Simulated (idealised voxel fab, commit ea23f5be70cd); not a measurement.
This section sets out a process module, namely voxel capacitor over wiring.
For reference, the cross-section in this document is cut, with width 155 nm and square cells of 5 nm.
When this document writes out a cross-section, it uses a grid of square cells and lists it as bands, beginning at the top and moving down, with a band standing for one or more rows of cells.
Look at the band entry: it leads with the top's height and the bottom's height in nm. Then it lists the materials left to right, with a width in nm for each. The word "full width" on a single material says that material fills the band edge to edge. The word "air" is empty space.
Measure heights from 0. That's the level where, below it, the as-received wafer is all one material. The lowest band is bottomless and extends downward; write it as in "0 nm and below".
Graded width ("30..40"): value in top row of band = first number; value in bottom row = second number; row-to-row change constant.
The designation "no modifications", where it is given for a processing step, indicates that no cell of the cross-section was altered in the course of that step.
Empty spaces counting at least 8 cells and having no open way to the top are listed in "Unvented internal voids". The notation width x height at distance is used for each, the distance being from the left edge and all three values in nm.
Anything after a step's settings on that line? It's the simulator's own note about the step.
For masked steps, "overlay nm" on the step line gives how far right of plan the mask actually lay; a minus sign means it lay to the left.
# Planned step list for the process
- 1: RECEIVE, material Si
- 2: CONFORMAL_DEP, material SiO2, thk nm 15
- 3: DIRECTIONAL_DEP, material TiN, thk nm 5
- 4: DIRECTIONAL_DEP, material W, thk nm 15
- 5: DIRECTIONAL_DEP, material aC, thk nm 10
- 6: PATTERN, tone cover, mask id METAL_1, material resist, width nm 20, pitch nm 75, thk nm 25, overlay nm 0
- 7: DIRECTIONAL_ETCH, etch materials aC, depth nm 10
- 8: STRIP, etch materials resist
- 9: DIRECTIONAL_ETCH, etch materials W, depth nm 15
- 10: DIRECTIONAL_ETCH, etch materials TiN, depth nm 5
- 11: STRIP, etch materials aC
- 12: FILL_DEP, material SiO2, thk nm 10
- 13: CMP, height nm 35
- 14: CONFORMAL_DEP, material SiCN, thk nm 5
- 15: DIRECTIONAL_DEP, material lowk, thk nm 20
- 16: PATTERN, tone open, mask id PLUG_1, material resist, width nm 15, thk nm 15, overlay nm 0
- 17: DIRECTIONAL_ETCH, etch materials lowk, depth nm 20
- 18: DIRECTIONAL_ETCH, etch materials SiCN, depth nm 5
- 19: STRIP, etch materials resist
- 20: EPI, material Ru, thk nm 10
- 21: EPI, material Ru, thk nm 10
- 22: EPI, material Ru, thk nm 5
- 23: DIRECTIONAL_DEP, material TiN, thk nm 10
- 24: DIRECTIONAL_DEP, material SiN, thk nm 5
- 25: DIRECTIONAL_DEP, material TiN, thk nm 10
- 26: MASKED_ETCH, tone cover, mask id UPPER_PLATE, width nm 60, etch materials TiN, depth nm 10, overlay nm 0
- 27: MASKED_ETCH, tone cover, mask id UPPER_PLATE, width nm 60, etch materials SiN, depth nm 5, overlay nm 0
- 28: MASKED_ETCH, tone cover, mask id LOWER_PLATE, width nm 70, etch materials TiN, depth nm 10, overlay nm 0
- 29: FILL_DEP, material SiO2, thk nm 15
- 30: CMP, height nm 95
- 31: MASKED_ETCH, tone open, mask id PLUG_2, width nm 15, etch materials SiO2, depth nm 10, overlay nm 0
- 32: CONFORMAL_DEP, material TiN, thk nm 5
- 33: FILL_DEP, material Ru, thk nm 5
- 34: CMP, height nm 95
- 35: CONFORMAL_DEP, material SiN, thk nm 5
# Cross-section of the wafer upon arrival, representing the state reached after step 1
    0 nm and below: Si full width
    Unvented internal voids: none
# The module was run from the start shown above using the plan shown above, but one mistake was made doing it; the resulting wafer cross-section is below
    100 nm to 95 nm: SiN full width
    95 nm to 85 nm: 35 SiO2  25 TiN  95 SiO2
    85 nm to 80 nm: 35 SiO2  25 SiN  35 TiN  60 SiO2
    80 nm to 75 nm: 30 SiO2  65 TiN  60 SiO2
    75 nm to 70 nm: 30 SiO2  30 TiN  35 SiN  60 SiO2
    70 nm to 60 nm: 25 SiO2  35 Ru  40 TiN  55 SiO2
    60 nm to 40 nm: 35 lowk  15 Ru  105 lowk
    40 nm to 35 nm: 35 SiCN  15 Ru  105 SiCN
    35 nm to 20 nm: 30 SiO2  20 W  55 SiO2  20 W  30 SiO2
    20 nm to 15 nm: 30 SiO2  20 TiN  55 SiO2  20 TiN  30 SiO2
    15 nm to 0 nm: SiO2 full width
    0 nm and below: Si full width
    Unvented internal voids: none
Heads up, the wafer didn't run the way we planned it: of the identical steps 20 and 21, one was run twice, which one not being known
